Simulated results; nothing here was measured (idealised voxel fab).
Module name: voxel quadruple lines (process module)
Displayed cross-section: cut, width of 290 nm, square cells sized 5 nm.
Cross-section layout: square cells on a grid; listed as bands, top to bottom; a band spans one or more cell rows.
Read a band's entry like this: the first values are the height of its top and the height of its bottom in nm, and what follows is the sequence of materials from left to right, each with its width in nm. Note that "air" is empty space, and that a single material marked "everywhere" reaches across the band from edge to edge.
Heights are expressed relative to 0, this being the level below which the as-received wafer comprises one material exclusively. The lowest band is unbounded in the downward direction and is denoted as in "z 0 and below".
Note: "30..40" means the width goes from the first number (top row of the band) to the second number (bottom row) in equal steps per row of cells.
Take "no change occurred" at face value: in the step it is given for, the cross-section changed in none of its cells.
What "Internal closed voids" gives you is every empty space of 8 cells or more that is cut off from the top. Each appears as width x height at distance, with the distance taken from the left edge and width, height and distance all in nm.
Heads up: the bit after the settings on a step's line is the simulator's remark on that step.
"overlay nm", when on a step's line for a step with a mask, measures how far to the right of its planned place the mask lay; a negative measure means to the left.

## Set out below are the planned steps of the process
| 1 | RECEIVE: material Si |
| 2 | CONFORMAL_DEP: material SiO2, thk nm 10 |
| 3 | DIRECTIONAL_DEP: material Ru, thk nm 10 |
| 4 | DIRECTIONAL_DEP: material polySi, thk nm 15 |
| 5 | DIRECTIONAL_DEP: material aC, thk nm 20 |
| 6 | PATTERN: tone cover, mask id MANDREL, material resist, width nm 20, thk nm 25, overlay nm -15 |
| 7 | DIRECTIONAL_ETCH: etch materials aC, depth nm 20 |
| 8 | STRIP: etch materials resist |
| 9 | CONFORMAL_DEP: material SiO2, thk nm 10 |
| 10 | DIRECTIONAL_ETCH: etch materials SiO2, depth nm 10 |
| 11 | STRIP: etch materials aC |
| 12 | DIRECTIONAL_ETCH: etch materials polySi, depth nm 15 |
| 13 | STRIP: etch materials SiO2 |
| 14 | CONFORMAL_DEP: material SiCN, thk nm 5 |
| 15 | DIRECTIONAL_ETCH: etch materials SiCN, depth nm 5 |
| 16 | STRIP: etch materials polySi |
| 17 | DIRECTIONAL_ETCH: etch materials Ru, depth nm 10 |
| 18 | STRIP: etch materials SiCN |
| 19 | FILL_DEP: material SiO2, thk nm 10 |
| 20 | CMP: height nm 20 |
Same starting wafers, different overlay nm at step 6. Plan value belongs to the first wafer.

## The first of several wafers in cross-section, exactly as it reached us after step 1
  z 0 and below  Si everywhere
  Internal closed voids: none

## First of several wafers: cross-section at the end of the module, after step 20, its last step
  z 20 to 10  SiO2 (105), then Ru (5), then SiO2 (10), then Ru (5), then SiO2 (10), then Ru (5), then SiO2 (10), then Ru (5), then SiO2 (135)
  z 10 to 0  SiO2 everywhere
  z 0 and below  Si everywhere
  Internal closed voids: none

## At the end of the module, the last of several wafers in cross-section
  z 20 to 10  SiO2 (135), then Ru (5), then SiO2 (10), then Ru (5), then SiO2 (10), then Ru (5), then SiO2 (10), then Ru (5), then SiO2 (105)
  z 10 to 0  SiO2 everywhere
  z 0 and below  Si everywhere
  Internal closed voids: none

## Gained (+) or lost (-) cells of each material since receipt, then closed voids: one row per wafer, at the end of the module
overlay nm -15; +8 Ru; +224 SiO2; Internal closed voids: none
overlay nm -10; +8 Ru; +224 SiO2; Internal closed voids: none
overlay nm -5; +8 Ru; +224 SiO2; Internal closed voids: none
overlay nm 0; +8 Ru; +224 SiO2; Internal closed voids: none
overlay nm 5; +8 Ru; +224 SiO2; Internal closed voids: none
overlay nm 10; +8 Ru; +224 SiO2; Internal closed voids: none
overlay nm 15; +8 Ru; +224 SiO2; Internal closed voids: none
